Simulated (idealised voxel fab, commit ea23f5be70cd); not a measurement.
The process module that follows is named voxel transistor to metal.
cross-section cut | 210 nm wide | cells 5 nm
Cross-sections here: square-cell grids, written as top-down lists of bands, a band being one or more rows of cells. Basically the band line says how high the top is and how high the bottom is, in nm, and then what's in it from left to right, every material with its width in nm. Empty space shows up as "blank", and if a single material carries "throughout" it runs the full band edge to edge. Heights are reckoned from 0. Under this level, the received wafer is all of one material. The bottommost band is open-ended downward, for example "0 and below". The two numbers in a width such as "30->40" mark its ends across the band: the first belongs to the top row of cells, the second to the bottom row, and from each row to the next the width moves by the same amount. What does "remains unaltered" mean for a step? It means no cell of the cross-section changed in that step. Closed empty spaces (no open way to the top) of 8 cells or more are what "Entrapped voids" lists, each as width x height at distance from the left edge, nm for all three. after a step's settings: what the simulator itself notes on the step. Among the settings permitted on a step's line is "overlay nm"; applied to a step with a mask, it specifies the extent to which the mask lay to the right of its planned position, whereas a negative figure signifies a position to the left.

Planned process steps
step 1: RECEIVE [material Si]
step 2: OXIDIZE [depth nm 5]
step 3: CONFORMAL_DEP [material SiN] [thk nm 10]
step 4: PATTERN [tone cover] [mask id ACTIVE] [material resist] [width nm 95] [thk nm 15] [overlay nm 0]
step 5: DIRECTIONAL_ETCH [etch materials SiN] [depth nm 10]
step 6: DIRECTIONAL_ETCH [etch materials SiO2] [depth nm 5]
step 7: DIRECTIONAL_ETCH [etch materials Si] [depth nm 35]
step 8: STRIP [etch materials resist]
step 9: OXIDIZE [depth nm 5]
step 10: FILL_DEP [material SiO2] [thk nm 5]
step 11: CMP [height nm 10]
step 12: SELECTIVE_ETCH [etch materials SiO2] [depth nm 10]
step 13: STRIP [etch materials SiN]
step 14: SELECTIVE_ETCH [etch materials SiO2] [depth nm 5]
step 15: OXIDIZE [depth nm 5]
step 16: DIRECTIONAL_DEP [material polySi] [thk nm 25]
step 17: DIRECTIONAL_DEP [material SiCN] [thk nm 10]
step 18: MASKED_ETCH [tone cover] [mask id GATE] [width nm 15] [etch materials SiCN] [depth nm 20] [overlay nm 0]
step 19: MASKED_ETCH [tone cover] [mask id GATE] [width nm 15] [etch materials polySi] [depth nm 35] [overlay nm 0]
step 20: CONFORMAL_DEP [material SiN] [thk nm 10]
step 21: DIRECTIONAL_ETCH [etch materials SiN] [depth nm 10]
step 22: DIRECTIONAL_ETCH [etch materials SiO2] [depth nm 5]
step 23: DIRECTIONAL_ETCH [etch materials Si] [depth nm 10]
step 24: EPI [material nSi] [thk nm 15]
step 25: FILL_DEP [material SiO2] [thk nm 5]
step 26: CMP [height nm 30]
step 27: DIRECTIONAL_DEP [material SiO2] [thk nm 15]
step 28: MASKED_ETCH [tone open] [mask id CONTACT] [width nm 15] [pitch nm 60] [etch materials SiO2] [depth nm 50] [overlay nm 0]
step 29: CONFORMAL_DEP [material TiN] [thk nm 5]
step 30: FILL_DEP [material W] [thk nm 10]
step 31: CMP [height nm 45]
step 32: DIRECTIONAL_DEP [material TiN] [thk nm 5]
step 33: DIRECTIONAL_DEP [material W] [thk nm 25]
step 34: PATTERN [tone cover] [mask id METAL_1] [material resist] [width nm 15] [pitch nm 60] [thk nm 15] [overlay nm 0]
step 35: DIRECTIONAL_ETCH [etch materials W] [depth nm 25]
step 36: DIRECTIONAL_ETCH [etch materials TiN] [depth nm 5]
step 37: STRIP [etch materials resist]
step 38: FILL_DEP [material lowk] [thk nm 10]
step 39: CMP [height nm 75]
step 40: CONFORMAL_DEP [material SiN] [thk nm 5]

First wafer, two in total, run as planned

As received, after step 1
  0 and below = Si throughout
  Entrapped voids: none

Wafer section view after processing step 2
  0 down to -5 = SiO2 throughout
  Nothing below the height -5 has changed.

Wafer section view after processing step 3
  10 down to 0 = SiN throughout
  Nothing below the height 0 has changed.

Wafer section view after processing step 4
  25 down to 10 = 55 of blank, then 95 of resist, then 60 of blank
  Nothing below the height 10 has changed.

Wafer section view after processing step 5
  25 down to 10 = 55 of blank, then 95 of resist, then 60 of blank
  10 down to 0 = 55 of blank, then 95 of SiN, then 60 of blank
  Nothing below the height 0 has changed.

Wafer section view after processing step 6
  25 down to 10 = 55 of blank, then 95 of resist, then 60 of blank
  10 down to 0 = 55 of blank, then 95 of SiN, then 60 of blank
  0 down to -5 = 55 of blank, then 95 of SiO2, then 60 of blank
  Nothing below the height -5 has changed.

Wafer section view after processing step 7
  25 down to 10 = 55 of blank, then 95 of resist, then 60 of blank
  10 down to 0 = 55 of blank, then 95 of SiN, then 60 of blank
  0 down to -5 = 55 of blank, then 95 of SiO2, then 60 of blank
  -5 down to -40 = 55 of blank, then 95 of Si, then 60 of blank
  Nothing below the height -40 has changed.

Wafer section view after processing step 8
  10 down to 0 = 55 of blank, then 95 of SiN, then 60 of blank
  Nothing below the height 0 has changed.

Wafer section view after processing step 9
  10 down to 0 = 55 of blank, then 95 of SiN, then 60 of blank
  0 down to -5 = 55 of blank, then 95 of SiO2, then 60 of blank
  -5 down to -40 = 55 of blank, then 5 of SiO2, then 85 of Si, then 5 of SiO2, then 60 of blank
  -40 down to -45 = 60 of SiO2, then 85 of Si, then 65 of SiO2
  Nothing below the height -45 has changed.

Wafer section view after processing step 10
  15 down to 10 = SiO2 throughout
  10 down to 0 = 55 of SiO2, then 95 of SiN, then 60 of SiO2
  0 down to -5 = SiO2 throughout
  -5 down to -45 = 60 of SiO2, then 85 of Si, then 65 of SiO2
  Nothing below the height -45 has changed.

Wafer section view after processing step 11
  10 down to 0 = 55 of SiO2, then 95 of SiN, then 60 of SiO2
  Nothing below the height 0 has changed.

Wafer section view after processing step 12
  10 down to 0 = 55 of blank, then 95 of SiN, then 60 of blank
  Nothing below the height 0 has changed.

Wafer section view after processing step 13
  0 down to -5 = SiO2 throughout
  Nothing below the height -5 has changed.

Wafer section view after processing step 14
  -5 down to -45 = 60 of SiO2, then 85 of Si, then 65 of SiO2
  Nothing below the height -45 has changed.

Wafer section view after processing step 15
  -5 down to -10 = SiO2 throughout
  Nothing below the height -10 has changed.

Wafer section view after processing step 16
  20 down to -5 = polySi throughout
  Nothing below the height -5 has changed.

Wafer section view after processing step 17
  30 down to 20 = SiCN throughout
  Nothing below the height 20 has changed.

Wafer section view after processing step 18
  30 down to 20 = 95 of blank, then 15 of SiCN, then 100 of blank
  Nothing below the height 20 has changed.

Wafer section view after processing step 19
  30 down to 20 = 95 of blank, then 15 of SiCN, then 100 of blank
  20 down to -5 = 95 of blank, then 15 of polySi, then 100 of blank
  Nothing below the height -5 has changed.

Wafer section view after processing step 20
  40 down to 30 = 85 of blank, then 35 of SiN, then 90 of blank
  30 down to 20 = 85 of blank, then 10 of SiN, then 15 of SiCN, then 10 of SiN, then 90 of blank
  20 down to 5 = 85 of blank, then 10 of SiN, then 15 of polySi, then 10 of SiN, then 90 of blank
  5 down to -5 = 95 of SiN, then 15 of polySi, then 100 of SiN
  Nothing below the height -5 has changed.

Wafer section view after processing step 21
  30 down to 20 = 85 of blank, then 10 of SiN, then 15 of SiCN, then 10 of SiN, then 90 of blank
  20 down to -5 = 85 of blank, then 10 of SiN, then 15 of polySi, then 10 of SiN, then 90 of blank
  Nothing below the height -5 has changed.

Wafer section view after processing step 22
  30 down to 20 = 85 of blank, then 10 of SiN, then 15 of SiCN, then 10 of SiN, then 90 of blank
  20 down to -5 = 85 of blank, then 10 of SiN, then 15 of polySi, then 10 of SiN, then 90 of blank
  -5 down to -10 = 85 of blank, then 35 of SiO2, then 90 of blank
  Nothing below the height -10 has changed.

Wafer section view after processing step 23
  30 down to 20 = 85 of blank, then 10 of SiN, then 15 of SiCN, then 10 of SiN, then 90 of blank
  20 down to -5 = 85 of blank, then 10 of SiN, then 15 of polySi, then 10 of SiN, then 90 of blank
  -5 down to -10 = 85 of blank, then 35 of SiO2, then 90 of blank
  -10 down to -20 = 60 of SiO2, then 25 of blank, then 35 of Si, then 25 of blank, then 65 of SiO2
  Nothing below the height -20 has changed.

Wafer section view after processing step 24
  30 down to 20 = 85 of blank, then 10 of SiN, then 15 of SiCN, then 10 of SiN, then 90 of blank
  20 down to 5 = 85 of blank, then 10 of SiN, then 15 of polySi, then 10 of SiN, then 90 of blank
  5 down to -5 = 70 of blank, then 15 of nSi, then 10 of SiN, then 15 of polySi, then 10 of SiN, then 15 of nSi, then 75 of blank
  -5 down to -10 = 55 of blank, then 30 of nSi, then 35 of SiO2, then 30 of nSi, then 60 of blank
  -10 down to -20 = 60 of SiO2, then 25 of nSi, then 35 of Si, then 25 of nSi, then 65 of SiO2
  Nothing below the height -20 has changed.

Wafer section view after processing step 25
  35 down to 30 = SiO2 throughout
  30 down to 20 = 85 of SiO2, then 10 of SiN, then 15 of SiCN, then 10 of SiN, then 90 of SiO2
  20 down to 5 = 85 of SiO2, then 10 of SiN, then 15 of polySi, then 10 of SiN, then 90 of SiO2
  5 down to -5 = 70 of SiO2, then 15 of nSi, then 10 of SiN, then 15 of polySi, then 10 of SiN, then 15 of nSi, then 75 of SiO2
  -5 down to -10 = 55 of SiO2, then 30 of nSi, then 35 of SiO2, then 30 of nSi, then 60 of SiO2
  Nothing below the height -10 has changed.

Wafer section view after processing step 26
  30 down to 20 = 85 of SiO2, then 10 of SiN, then 15 of SiCN, then 10 of SiN, then 90 of SiO2
  Nothing below the height 20 has changed.

Wafer section view after processing step 27
  45 down to 30 = SiO2 throughout
  Nothing below the height 30 has changed.

Wafer section view after processing step 28
  45 down to 30 = 65 of SiO2, then 15 of blank, then 45 of SiO2, then 15 of blank, then 70 of SiO2
  30 down to 20 = 65 of SiO2, then 15 of blank, then 5 of SiO2, then 10 of SiN, then 15 of SiCN, then 10 of SiN, then 5 of SiO2, then 15 of blank, then 70 of SiO2
  20 down to 5 = 65 of SiO2, then 15 of blank, then 5 of SiO2, then 10 of SiN, then 15 of polySi, then 10 of SiN, then 5 of SiO2, then 15 of blank, then 70 of SiO2
  5 down to -5 = 65 of SiO2, then 5 of blank, then 15 of nSi, then 10 of SiN, then 15 of polySi, then 10 of SiN, then 15 of nSi, then 5 of blank, then 70 of SiO2
  Nothing below the height -5 has changed.

Wafer section view after processing step 29
  50 down to 45 = 70 of TiN, then 5 of blank, then 55 of TiN, then 5 of blank, then 75 of TiN
  45 down to 30 = 65 of SiO2, then 5 of TiN, then 5 of blank, then 5 of TiN, then 45 of SiO2, then 5 of TiN, then 5 of blank, then 5 of TiN, then 70 of SiO2
  30 down to 20 = 65 of SiO2, then 5 of TiN, then 5 of blank, then 5 of TiN, then 5 of SiO2, then 10 of SiN, then 15 of SiCN, then 10 of SiN, then 5 of SiO2, then 5 of TiN, then 5 of blank, then 5 of TiN, then 70 of SiO2
  20 down to 10 = 65 of SiO2, then 5 of TiN, then 5 of blank, then 5 of TiN, then 5 of SiO2, then 10 of SiN, then 15 of polySi, then 10 of SiN, then 5 of SiO2, then 5 of TiN, then 5 of blank, then 5 of TiN, then 70 of SiO2
  10 down to 5 = 65 of SiO2, then 15 of TiN, then 5 of SiO2, then 10 of SiN, then 15 of polySi, then 10 of SiN, then 5 of SiO2, then 15 of TiN, then 70 of SiO2
  5 down to -5 = 65 of SiO2, then 5 of TiN, then 15 of nSi, then 10 of SiN, then 15 of polySi, then 10 of SiN, then 15 of nSi, then 5 of TiN, then 70 of SiO2
  Nothing below the height -5 has changed.

Wafer section view after processing step 30
  60 down to 50 = W throughout
  50 down to 45 = 70 of TiN, then 5 of W, then 55 of TiN, then 5 of W, then 75 of TiN
  45 down to 30 = 65 of SiO2, then 5 of TiN, then 5 of W, then 5 of TiN, then 45 of SiO2, then 5 of TiN, then 5 of W, then 5 of TiN, then 70 of SiO2
  30 down to 20 = 65 of SiO2, then 5 of TiN, then 5 of W, then 5 of TiN, then 5 of SiO2, then 10 of SiN, then 15 of SiCN, then 10 of SiN, then 5 of SiO2, then 5 of TiN, then 5 of W, then 5 of TiN, then 70 of SiO2
  20 down to 10 = 65 of SiO2, then 5 of TiN, then 5 of W, then 5 of TiN, then 5 of SiO2, then 10 of SiN, then 15 of polySi, then 10 of SiN, then 5 of SiO2, then 5 of TiN, then 5 of W, then 5 of TiN, then 70 of SiO2
  Nothing below the height 10 has changed.

Wafer section view after processing step 31
  45 down to 30 = 65 of SiO2, then 5 of TiN, then 5 of W, then 5 of TiN, then 45 of SiO2, then 5 of TiN, then 5 of W, then 5 of TiN, then 70 of SiO2
  Nothing below the height 30 has changed.

Wafer section view after processing step 32
  50 down to 45 = TiN throughout
  Nothing below the height 45 has changed.

Wafer section view after processing step 33
  75 down to 50 = W throughout
  Nothing below the height 50 has changed.

Wafer section view after processing step 34
  90 down to 75 = 65 of blank, then 15 of resist, then 45 of blank, then 15 of resist, then 70 of blank
  Nothing below the height 75 has changed.

Wafer section view after processing step 35
  90 down to 75 = 65 of blank, then 15 of resist, then 45 of blank, then 15 of resist, then 70 of blank
  75 down to 50 = 65 of blank, then 15 of W, then 45 of blank, then 15 of W, then 70 of blank
  Nothing below the height 50 has changed.

Wafer section view after processing step 36
  90 down to 75 = 65 of blank, then 15 of resist, then 45 of blank, then 15 of resist, then 70 of blank
  75 down to 50 = 65 of blank, then 15 of W, then 45 of blank, then 15 of W, then 70 of blank
  50 down to 45 = 65 of blank, then 15 of TiN, then 45 of blank, then 15 of TiN, then 70 of blank
  Nothing below the height 45 has changed.

Wafer section view after processing step 37
  75 down to 50 = 65 of blank, then 15 of W, then 45 of blank, then 15 of W, then 70 of blank
  Nothing below the height 50 has changed.

Wafer section view after processing step 38
  85 down to 75 = lowk throughout
  75 down to 50 = 65 of lowk, then 15 of W, then 45 of lowk, then 15 of W, then 70 of lowk
  50 down to 45 = 65 of lowk, then 15 of TiN, then 45 of lowk, then 15 of TiN, then 70 of lowk
  Nothing below the height 45 has changed.

Wafer section view after processing step 39
  75 down to 50 = 65 of lowk, then 15 of W, then 45 of lowk, then 15 of W, then 70 of lowk
  Nothing below the height 50 has changed.

Wafer section view after processing step 40
  80 down to 75 = SiN throughout
  Nothing below the height 75 has changed.

Second wafer, same starting state and plan as the first, one mistake in the run, identical through step 30

Second wafer profile in section, at the moment step 31 of the plan was meant to be complete: remains unaltered

Second wafer profile in section, at the moment step 32 of the plan was meant to be complete
  65 down to 60 = TiN throughout
  Nothing below the height 60 has changed.

Second wafer profile in section, at the moment step 33 of the plan was meant to be complete
  90 down to 65 = W throughout
  Nothing below the height 65 has changed.

Second wafer profile in section, at the moment step 34 of the plan was meant to be complete
  105 down to 90 = 65 of blank, then 15 of resist, then 45 of blank, then 15 of resist, then 70 of blank
  Nothing below the height 90 has changed.

Second wafer profile in section, at the moment step 35 of the plan was meant to be complete
  105 down to 90 = 65 of blank, then 15 of resist, then 45 of blank, then 15 of resist, then 70 of blank
  90 down to 65 = 65 of blank, then 15 of W, then 45 of blank, then 15 of W, then 70 of blank
  Nothing below the height 65 has changed.

Second wafer profile in section, at the moment step 36 of the plan was meant to be complete
  105 down to 90 = 65 of blank, then 15 of resist, then 45 of blank, then 15 of resist, then 70 of blank
  90 down to 65 = 65 of blank, then 15 of W, then 45 of blank, then 15 of W, then 70 of blank
  65 down to 60 = 65 of blank, then 15 of TiN, then 45 of blank, then 15 of TiN, then 70 of blank
  Nothing below the height 60 has changed.

Second wafer profile in section, at the moment step 37 of the plan was meant to be complete
  90 down to 65 = 65 of blank, then 15 of W, then 45 of blank, then 15 of W, then 70 of blank
  Nothing below the height 65 has changed.

Second wafer profile in section, at the moment step 38 of the plan was meant to be complete
  100 down to 90 = lowk throughout
  90 down to 65 = 65 of lowk, then 15 of W, then 45 of lowk, then 15 of W, then 70 of lowk
  65 down to 60 = 65 of lowk, then 15 of TiN, then 45 of lowk, then 15 of TiN, then 70 of lowk
  Nothing below the height 60 has changed.

Second wafer profile in section, at the moment step 39 of the plan was meant to be complete
  75 down to 65 = 65 of lowk, then 15 of W, then 45 of lowk, then 15 of W, then 70 of lowk
  Nothing below the height 65 has changed.

Second wafer profile in section, at the moment step 40 of the plan was meant to be complete
  80 down to 75 = SiN throughout
  Nothing below the height 75 has changed.
Processing error: step 31 from the plan never happened, it was just skipped
Bottom line after processing is that, in cells, the second wafer is up or down on some materials versus the first: 40 more of TiN | 68 more of W | 108 fewer of lowk
